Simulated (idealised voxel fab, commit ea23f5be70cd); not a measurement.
voxel self aligned contacts: a process module
cross-section cut | 175 nm wide | cells 5 nm
Cross-section format: a grid of square cells, given as bands from top to bottom; each band is one or more rows of cells. Heads up on the band format: heights come first, top then bottom, in nm. After that it's the materials left to right, each with its width in nm. A single material flagged "everywhere" fills the whole band edge to edge, and "blank" means there's empty space there. The level at which height equals 0 is the one under which the wafer, as it arrives, is entirely one material. No lower edge exists for the bottom band, which continues downward and is notated as in "from 0 down". With a width like "30->40", each row of cells in the band differs from the next by the same amount, the top row carrying the first number and the bottom row the second. Given "nothing was modified" for a step, no cell of the cross-section differs between before and after that step. What "Voids, fully enclosed" gives you is every empty space of 8 cells or more that is cut off from the top. Each appears as width x height at distance, with the distance taken from the left edge and width, height and distance all in nm. Note: text after step settings on the step line = simulator remark on that step. overlay nm: on a step with a mask, how far right of its planned place the mask lay; negative means left.

STEPS IN THE PROCESS PLAN
step 1: RECEIVE: material Si
step 2: CONFORMAL_DEP: material SiO2, thk nm 5
step 3: DIRECTIONAL_DEP: material polySi, thk nm 25
step 4: DIRECTIONAL_DEP: material SiN, thk nm 15
step 5: DIRECTIONAL_DEP: material aC, thk nm 10
step 6: PATTERN: tone cover, mask id GATE, material resist, width nm 30, pitch nm 60, thk nm 30, overlay nm 0
step 7: DIRECTIONAL_ETCH: etch materials aC, depth nm 10
step 8: STRIP: etch materials resist
step 9: DIRECTIONAL_ETCH: etch materials SiN, depth nm 15
step 10: DIRECTIONAL_ETCH: etch materials polySi, depth nm 25
step 11: STRIP: etch materials aC
step 12: CONFORMAL_DEP: material SiN, thk nm 5
step 13: DIRECTIONAL_ETCH: etch materials SiN, depth nm 5
step 14: FILL_DEP: material SiO2, thk nm 15
step 15: CMP: height nm 55
step 16: DIRECTIONAL_DEP: material aC, thk nm 10
step 17: PATTERN: tone open, mask id CONTACT, material resist, width nm 40, thk nm 30, overlay nm 0
step 18: DIRECTIONAL_ETCH: etch materials aC, depth nm 10
step 19: STRIP: etch materials resist
step 20: DIRECTIONAL_ETCH: etch materials SiO2, depth nm 55
step 21: STRIP: etch materials aC
step 22: CONFORMAL_DEP: material TiN, thk nm 5
step 23: FILL_DEP: material Ru, thk nm 5
step 24: CMP: height nm 55
step 25: CONFORMAL_DEP: material SiCN, thk nm 5

AS-RECEIVED STATE OF THE WAFER IN CROSS-SECTION, EQUIVALENT TO POST-STEP 1
  from 0 down  Si everywhere
  Voids, fully enclosed: none

CROSS-SECTIONAL IMAGE OF THE FIRST OF TWO WAFERS AT THE END OF THE MODULE, THE RUN HAVING PROCEEDED AS PLANNED
  from 60 to 55  SiCN everywhere
  from 55 to 45  SiO2: 65  TiN: 5->15  Ru: 30->10  TiN: 5->15  SiO2: 70
  from 45 to 30  SiO2: 35  SiN: 40  TiN: 5  Ru: 10  TiN: 5  SiN: 40  SiO2: 40
  from 30 to 5  SiO2: 35  SiN: 5  polySi: 30  SiN: 5  TiN: 5  Ru: 10  TiN: 5  SiN: 5  polySi: 30  SiN: 5  SiO2: 40
  from 5 to 0  SiO2: 75  TiN: 20  SiO2: 80
  from 0 down  Si everywhere
  Voids, fully enclosed: none

SECOND WAFER THROUGH THE MODULE, SECTIONED AT THE END: SAME BEGINNING AND SAME PLAN AS THE FIRST WAFER, WITH ONE MISTAKE IN CARRYING IT OUT
  from 60 to 55  SiCN everywhere
  from 55 to 45  SiO2: 65  TiN: 5  Ru: 30  TiN: 5  SiO2: 70
  from 45 to 40  SiO2: 65  TiN: 15  Ru: 10  TiN: 15  SiO2: 70
  from 40 to 25  SiO2: 35  SiN: 40  TiN: 5  Ru: 10  TiN: 5  SiN: 40  SiO2: 40
  from 25 to 5  SiO2: 35  SiN: 5  polySi: 30  SiN: 5  TiN: 5  Ru: 10  TiN: 5  SiN: 5  polySi: 30  SiN: 5  SiO2: 40
  from 5 to 0  SiO2: 75  TiN: 20  SiO2: 80
  from 0 down  Si everywhere
  Voids, fully enclosed: none
What was done differently from what was planned? heads up, step 3 didn't go per plan, it actually ran as DIRECTIONAL_DEP: material polySi, thk nm 20
Final tally in cells, some materials are higher or lower on the second wafer than on the first: Ru +4 | SiN -4 | SiO2 +12 | polySi -12
